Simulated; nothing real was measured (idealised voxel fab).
This section sets out a process module, namely voxel lift off.
Cross-sectional view cut (width: 255 nm; square cell size: 5 nm).
Square cells in a grid make up a cross-section in this document, and the grid is given as bands, listed from the top down, each one or more rows of cells.
Heads up on the band format: heights come first, top then bottom, in nm. After that it's the materials left to right, each with its width in nm. A single material flagged "throughout" fills the whole band edge to edge, and "blank" means there's empty space there.
Beneath 0, the wafer as received is one material, and that level is where height counting begins. The lowest band goes on downward without a bottom; it is written like "z 0 and below".
When a width is written as two numbers, as in "30 to 40", the first number is the width in the top row of cells of the band and the second is the width in its bottom row, and the width changes by the same amount from each row to the next.
Where a step carries "no alterations made", the cross-section came out of it unchanged, cell for cell.
Voids not open to the top, 8 cells minimum: see "Closed void roster". Written width x height at distance; distance is from the left edge; nm.
What comes after the settings on a step's line is commentary from the simulator itself on that step.
"overlay nm" answers the question of how far to the right of plan the mask lay on a step that has a mask, and when it is negative the answer is to the left.

Steps in the process plan
1 RECEIVE: material Si
2 CONFORMAL_DEP: material SiO2, thk nm 15
3 PATTERN: tone open, mask id LINES, material resist, width nm 15, pitch nm 50, thk nm 20, overlay nm 0
4 DIRECTIONAL_DEP: material Ru, thk nm 10
5 STRIP: etch materials resist
6 CONFORMAL_DEP: material SiO2, thk nm 5
Variable across wafers: step 3 width nm (plan value is that of the first wafer; starting state common to all).

As-received state after step 1, first of several wafers, cross-section
- z 0 and below: Si throughout
- Closed void roster: none

First of several wafers: cross-section at the end of the module, after step 6, its last step
- z 30 to 25: 40 of blank; 25 of SiO2; 25 of blank; 25 of SiO2; 25 of blank; 25 of SiO2; 25 of blank; 25 of SiO2; 40 of blank
- z 25 to 20: 40 of blank; 5 of SiO2; 15 of Ru; 5 of SiO2; 25 of blank; 5 of SiO2; 15 of Ru; 5 of SiO2; 25 of blank; 5 of SiO2; 15 of Ru; 5 of SiO2; 25 of blank; 5 of SiO2; 15 of Ru; 5 of SiO2; 40 of blank
- z 20 to 15: 45 of SiO2; 15 of Ru; 35 of SiO2; 15 of Ru; 35 of SiO2; 15 of Ru; 35 of SiO2; 15 of Ru; 45 of SiO2
- z 15 to 0: SiO2 throughout
- z 0 and below: Si throughout
- Closed void roster: none

Cross-section, module end, final of several wafers
- z 30 to 25: 30 of blank; 45 of SiO2; 5 of blank; 45 of SiO2; 5 of blank; 45 of SiO2; 5 of blank; 45 of SiO2; 30 of blank
- z 25 to 20: 30 of blank; 5 of SiO2; 35 of Ru; 5 of SiO2; 5 of blank; 5 of SiO2; 35 of Ru; 5 of SiO2; 5 of blank; 5 of SiO2; 35 of Ru; 5 of SiO2; 5 of blank; 5 of SiO2; 35 of Ru; 5 of SiO2; 30 of blank
- z 20 to 15: 35 of SiO2; 35 of Ru; 15 of SiO2; 35 of Ru; 15 of SiO2; 35 of Ru; 15 of SiO2; 35 of Ru; 35 of SiO2
- z 15 to 0: SiO2 throughout
- z 0 and below: Si throughout
- Closed void roster: none

Per wafer, end of module: cells gained (+) or lost (-) per material since receipt, then closed voids
width nm 15 | +24 Ru | +220 SiO2 | Closed void roster: none
width nm 20 | +32 Ru | +220 SiO2 | Closed void roster: none
width nm 25 | +40 Ru | +220 SiO2 | Closed void roster: none
width nm 30 | +48 Ru | +220 SiO2 | Closed void roster: none
width nm 35 | +56 Ru | +220 SiO2 | Closed void roster: none
